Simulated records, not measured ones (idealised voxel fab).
Process module, titled voxel released beams
For reference, the cross-section in this document is cut, with width 270 nm and square cells of 5 nm.
The cross-sections in this document take the form of a grid made of square cells. They are written out as bands, in order from top to bottom. Each band consists of one or more rows of cells.
It is stipulated that each band's entry specify, in nanometres, the height of the top of the band and then that of its bottom, followed by the materials of the band in left-to-right sequence, each together with its width in nanometres. A single material marked by the word "throughout" is understood to fill the band from edge to edge; the word "blank" is understood to denote empty space.
Height is counted from the level 0, under which the received wafer is composed throughout of one material. The lowest of the bands is not closed at the bottom but continues downward, in the notation "0 and below".
The two numbers in a width such as "30 to 40" mark its ends across the band: the first belongs to the top row of cells, the second to the bottom row, and from each row to the next the width moves by the same amount.
"remains unaltered" -> step changed no cross-section cell.
Entry "Enclosed internal voids" = empty spaces >= 8 cells with no open way to the top; each as width x height at distance, distance from left edge, all nm.
On a step's line, text after the settings is the simulator commenting on that step.
You can add "overlay nm" to a step's line. For a step with a mask, it describes how far the mask lay to the right of its planned position, and a negative number describes a lay to the left.
[So here's the lineup of process steps we planned]
1 RECEIVE | material Si
2 CONFORMAL_DEP | material Al2O3 | thk nm 10
3 DIRECTIONAL_DEP | material SiO2 | thk nm 10
4 PATTERN | tone open | mask id ANCHOR | material resist | width nm 40 | thk nm 20 | overlay nm -15
5 DIRECTIONAL_ETCH | etch materials SiO2 | depth nm 10
6 STRIP | etch materials resist
7 CONFORMAL_DEP | material SiN | thk nm 15
8 DIRECTIONAL_DEP | material aC | thk nm 15
9 PATTERN | tone cover | mask id BEAM | material resist | width nm 110 | thk nm 35 | overlay nm 0
10 DIRECTIONAL_ETCH | etch materials aC | depth nm 15
11 STRIP | etch materials resist
12 DIRECTIONAL_ETCH | etch materials SiN | depth nm 15
13 STRIP | etch materials aC
14 STRIP | etch materials SiO2
Split variable: overlay nm, step 4. Plan value = first wafer. Wafers start alike.
[Cross-section of the first incoming wafer of several, state after step 1]
    0 and below: Si throughout
    Enclosed internal voids: none
[Row per wafer, end-of-module: cell gain (+)/loss (-) by material since the wafer came in, then closed voids]
overlay nm -15, +108 Al2O3, +78 SiN, Enclosed internal voids: none
overlay nm -10, +108 Al2O3, +78 SiN, Enclosed internal voids: none
overlay nm -5, +108 Al2O3, +78 SiN, Enclosed internal voids: none
overlay nm 0, +108 Al2O3, +78 SiN, Enclosed internal voids: none
overlay nm 5, +108 Al2O3, +78 SiN, Enclosed internal voids: none
overlay nm 10, +108 Al2O3, +78 SiN, Enclosed internal voids: none
overlay nm 15, +108 Al2O3, +78 SiN, Enclosed internal voids: none
